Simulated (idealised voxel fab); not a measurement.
This section sets out a process module, namely voxel tone inversion.
Cross-sectional view cut (width: 275 nm; square cell size: 5 nm).
When this document writes out a cross-section, it uses a grid of square cells and lists it as bands, beginning at the top and moving down, with a band standing for one or more rows of cells. Heights first: top, then bottom, in nm. Then materials, left to right, each with a width in nm. "everywhere" on a single material: fills the band edge to edge. "empty": empty space. Heads up on the height convention: 0 is the point under which the incoming wafer is all one material, and the lowest band has no bottom, it just keeps going down, like "0 down". The two numbers in a width such as "30->40" mark its ends across the band: the first belongs to the top row of cells, the second to the bottom row, and from each row to the next the width moves by the same amount. You'll sometimes find "identical to before" written for a step, and that's the way of saying that nowhere in the cross-section did a cell change during that step. "Enclosed cavity list" contains a list of empty spaces, each no smaller than 8 cells and without an open way to the top, written in the form width x height at distance with the distance from the left edge and all three in nm. On each step's line, the part that comes after the settings is the simulator's own comment on the step. The setting "overlay nm" may be written on the line of a step. When the step uses a mask, the value reports how far to the right of the planned place the mask lay, and a negative value reports that it lay to the left.
Here's what the planned process steps look like
- 1: RECEIVE: material Si
- 2: CONFORMAL_DEP: material SiCN, thk nm 5
- 3: DIRECTIONAL_DEP: material aC, thk nm 25
- 4: PATTERN: tone cover, mask id POSTS, material resist, width nm 25, pitch nm 55, thk nm 30, overlay nm 0
- 5: DIRECTIONAL_ETCH: etch materials aC, depth nm 25
- 6: STRIP: etch materials resist
- 7: FILL_DEP: material SiO2, thk nm 10
- 8: CMP: height nm 30
- 9: STRIP: etch materials aC
Cross-section of the wafer as it came to us, i.e., already through step 1
    0 down  Si everywhere
    Enclosed cavity list: none
Cross-section: first of two wafers, module finished, run according to plan
    30 to 5  40 SiO2, 25 empty, 30 SiO2, 25 empty, 30 SiO2, 25 empty, 30 SiO2, 25 empty, 45 SiO2
    5 to 0  SiCN everywhere
    0 down  Si everywhere
    Enclosed cavity list: none
Cross-section of the latter of the two wafers at module completion. It had an identical start and an identical plan to the former; in running it, one mistake was made
    30 to 0  SiCN everywhere
    0 down  Si everywhere
    Enclosed cavity list: none
It is concluded that the wafer was processed incorrectly with respect to the plan, in that step 3 changed vs plan, executed as DIRECTIONAL_DEP: material SiCN, thk nm 25
Per the end-of-run cell counts, the second wafer holds more or fewer of some materials than the first: +275 SiCN, -175 SiO2
